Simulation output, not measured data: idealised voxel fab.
process module | voxel quadruple lines
The cross-section on display is named cut; it measures 190 nm wide, and its cells are 5 nm squares.
Cross-section format: a grid of square cells, given as bands from top to bottom; each band is one or more rows of cells.
Heights first: top, then bottom, in nm. Then materials, left to right, each with a width in nm. "edge to edge" on a single material: fills the band edge to edge. "empty": empty space.
Height datum 0, below which the as-received substrate wafer is one material. Lowest band open at the bottom, running downward: "z 0 and below".
Quick explanation for "30->40": the width changes in equal steps down the rows of cells, from the first number in the band's top row to the second number in its bottom row.
"remains unaltered", as given for a step, is the statement that not any cell of the cross-section underwent a change during that step.
"Trapped void list" contains a list of empty spaces, each no smaller than 8 cells and without an open way to the top, written in the form width x height at distance with the distance from the left edge and all three in nm.
Read whatever lies past the settings on a step's line as the simulator's own remark about the step.
You can add "overlay nm" to a step's line. For a step with a mask, it describes how far the mask lay to the right of its planned position, and a negative number describes a lay to the left.
Each pair of cross-sections that follows straddles one process step: the one shows the state before the step, the other the state after it, down to the lowest band that changed and no further. The step in question, and its settings, are given under the pair. Note that a pair is not necessarily a continuation of the pair above it, since pairs can come from different runs of this module on the same starting wafer; it is a continuation only where its entry headed "State on entry" says so.

State on entry
z 55 to 30  empty=70, then SiO2=10, then empty=30, then SiO2=10, then empty=70
z 30 to 15  polySi edge to edge
z 15 to 5  Ru edge to edge
z 5 to 0  aC edge to edge
z 0 and below  Si edge to edge
Trapped void list: none

Cross-Section After Step
z 55 to 30  empty=70, then SiO2=10, then empty=30, then SiO2=10, then empty=70
z 30 to 15  empty=70, then polySi=10, then empty=30, then polySi=10, then empty=70
Note: structure below 15 unchanged.
Trapped void list: none
Step between the pre-process and post-process cross-sections given above: DIRECTIONAL_ETCH | etch materials polySi | depth nm 15

State on entry: Please consult the pair immediately above; the cross-section it shows after its step is the state before this step.

Cross-Section After Step
z 30 to 15  empty=70, then polySi=10, then empty=30, then polySi=10, then empty=70
Note: structure below 15 unchanged.
Trapped void list: none
Step between the pre-process and post-process cross-sections given above: STRIP | etch materials SiO2

State on entry: Please consult the pair immediately above; the cross-section it shows after its step is the state before this step.

Cross-Section After Step
z 40 to 30  empty=60, then SiCN=30, then empty=10, then SiCN=30, then empty=60
z 30 to 25  empty=60, then SiCN=10, then polySi=10, then SiCN=10, then empty=10, then SiCN=10, then polySi=10, then SiCN=10, then empty=60
z 25 to 15  SiCN=70, then polySi=10, then SiCN=30, then polySi=10, then SiCN=70
Note: structure below 15 unchanged.
Trapped void list: none
Step between the pre-process and post-process cross-sections given above: CONFORMAL_DEP | material SiCN | thk nm 10

State on entry: Please consult the pair immediately above; the cross-section it shows after its step is the state before this step.

Cross-Section After Step
z 30 to 15  empty=60, then SiCN=10, then polySi=10, then SiCN=10, then empty=10, then SiCN=10, then polySi=10, then SiCN=10, then empty=60
Note: structure below 15 unchanged.
Trapped void list: none
Step between the pre-process and post-process cross-sections given above: DIRECTIONAL_ETCH | etch materials SiCN | depth nm 10

State on entry: Please consult the pair immediately above; the cross-section it shows after its step is the state before this step.

Cross-Section After Step
z 30 to 15  empty=60, then SiCN=10, then empty=10, then SiCN=10, then empty=10, then SiCN=10, then empty=10, then SiCN=10, then empty=60
Note: structure below 15 unchanged.
Trapped void list: none
Step between the pre-process and post-process cross-sections given above: STRIP | etch materials polySi

State on entry: Please consult the pair immediately above; the cross-section it shows after its step is the state before this step.

Cross-Section After Step
z 30 to 15  empty=60, then SiCN=10, then empty=10, then SiCN=10, then empty=10, then SiCN=10, then empty=10, then SiCN=10, then empty=60
z 15 to 5  empty=60, then Ru=10, then empty=10, then Ru=10, then empty=10, then Ru=10, then empty=10, then Ru=10, then empty=60
Note: structure below 5 unchanged.
Trapped void list: none
Step between the pre-process and post-process cross-sections given above: DIRECTIONAL_ETCH | etch materials Ru | depth nm 10

State on entry: Please consult the pair immediately above; the cross-section it shows after its step is the state before this step.

Cross-Section After Step
z 15 to 5  empty=60, then Ru=10, then empty=10, then Ru=10, then empty=10, then Ru=10, then empty=10, then Ru=10, then empty=60
Note: structure below 5 unchanged.
Trapped void list: none
Step between the pre-process and post-process cross-sections given above: STRIP | etch materials SiCN

State on entry
z 55 to 30  aC edge to edge
z 30 to 15  polySi edge to edge
z 15 to 5  Ru edge to edge
z 5 to 0  SiO2 edge to edge
z 0 and below  Si edge to edge
Trapped void list: none

Cross-Section After Step
z 85 to 55  resist=80, then empty=30, then resist=80
Note: structure below 55 unchanged.
Trapped void list: none
Step between the pre-process and post-process cross-sections given above: PATTERN | tone open | mask id MANDREL | material resist | width nm 30 | thk nm 30 | overlay nm 0

State on entry: Please consult the pair immediately above; the cross-section it shows after its step is the state before this step.

Cross-Section After Step
z 60 to 55  resist=80, then empty=30, then resist=80
z 55 to 30  aC=80, then empty=30, then aC=80
Note: structure below 30 unchanged.
Trapped void list: none
Step between the pre-process and post-process cross-sections given above: DIRECTIONAL_ETCH | etch materials aC | depth nm 25

State on entry: Please consult the pair immediately above; the cross-section it shows after its step is the state before this step.

Cross-Section After Step
z 55 to 30  aC=80, then empty=30, then aC=80
Note: structure below 30 unchanged.
Trapped void list: none
Step between the pre-process and post-process cross-sections given above: STRIP | etch materials resist

State on entry: Please consult the pair immediately above; the cross-section it shows after its step is the state before this step.

Cross-Section After Step
z 65 to 55  SiO2=90, then empty=10, then SiO2=90
z 55 to 40  aC=80, then SiO2=10, then empty=10, then SiO2=10, then aC=80
z 40 to 30  aC=80, then SiO2=30, then aC=80
Note: structure below 30 unchanged.
Trapped void list: none
Step between the pre-process and post-process cross-sections given above: CONFORMAL_DEP | material SiO2 | thk nm 10

State on entry: Please consult the pair immediately above; the cross-section it shows after its step is the state before this step.

Cross-Section After Step
z 55 to 30  aC=80, then SiO2=10, then empty=10, then SiO2=10, then aC=80
Note: structure below 30 unchanged.
Trapped void list: none
Step between the pre-process and post-process cross-sections given above: DIRECTIONAL_ETCH | etch materials SiO2 | depth nm 10

State on entry: Please consult the pair immediately above; the cross-section it shows after its step is the state before this step.

Cross-Section After Step
z 55 to 30  empty=80, then SiO2=10, then empty=10, then SiO2=10, then empty=80
Note: structure below 30 unchanged.
Trapped void list: none
Step between the pre-process and post-process cross-sections given above: STRIP | etch materials aC

State on entry: Please consult the pair immediately above; the cross-section it shows after its step is the state before this step.

Cross-Section After Step
z 55 to 30  empty=80, then SiO2=10, then empty=10, then SiO2=10, then empty=80
z 30 to 15  empty=80, then polySi=10, then empty=10, then polySi=10, then empty=80
Note: structure below 15 unchanged.
Trapped void list: none
Step between the pre-process and post-process cross-sections given above: DIRECTIONAL_ETCH | etch materials polySi | depth nm 15

State on entry: Please consult the pair immediately above; the cross-section it shows after its step is the state before this step.

Cross-Section After Step
z 30 to 15  empty=80, then polySi=10, then empty=10, then polySi=10, then empty=80
Note: structure below 15 unchanged.
Trapped void list: none
Step between the pre-process and post-process cross-sections given above: STRIP | etch materials SiO2

State on entry: Please consult the pair immediately above; the cross-section it shows after its step is the state before this step.

Cross-Section After Step
z 40 to 30  empty=70, then SiCN=50, then empty=70
z 30 to 25  empty=70, then SiCN=10, then polySi=10, then SiCN=10, then polySi=10, then SiCN=10, then empty=70
z 25 to 15  SiCN=80, then polySi=10, then SiCN=10, then polySi=10, then SiCN=80
Note: structure below 15 unchanged.
Trapped void list: none
Step between the pre-process and post-process cross-sections given above: CONFORMAL_DEP | material SiCN | thk nm 10

State on entry: Please consult the pair immediately above; the cross-section it shows after its step is the state before this step.

Cross-Section After Step
z 30 to 15  empty=70, then SiCN=10, then polySi=10, then SiCN=10, then polySi=10, then SiCN=10, then empty=70
Note: structure below 15 unchanged.
Trapped void list: none
Step between the pre-process and post-process cross-sections given above: DIRECTIONAL_ETCH | etch materials SiCN | depth nm 10

State on entry: Please consult the pair immediately above; the cross-section it shows after its step is the state before this step.

Cross-Section After Step
z 30 to 15  empty=70, then SiCN=10, then empty=10, then SiCN=10, then empty=10, then SiCN=10, then empty=70
Note: structure below 15 unchanged.
Trapped void list: none
Step between the pre-process and post-process cross-sections given above: STRIP | etch materials polySi

State on entry: Please consult the pair immediately above; the cross-section it shows after its step is the state before this step.

Cross-Section After Step
z 30 to 15  empty=70, then SiCN=10, then empty=10, then SiCN=10, then empty=10, then SiCN=10, then empty=70
z 15 to 5  empty=70, then Ru=10, then empty=10, then Ru=10, then empty=10, then Ru=10, then empty=70
Note: structure below 5 unchanged.
Trapped void list: none
Step between the pre-process and post-process cross-sections given above: DIRECTIONAL_ETCH | etch materials Ru | depth nm 10

State on entry: Please consult the pair immediately above; the cross-section it shows after its step is the state before this step.

Cross-Section After Step
z 15 to 5  empty=70, then Ru=10, then empty=10, then Ru=10, then empty=10, then Ru=10, then empty=70
Note: structure below 5 unchanged.
Trapped void list: none
Step between the pre-process and post-process cross-sections given above: STRIP | etch materials SiCN
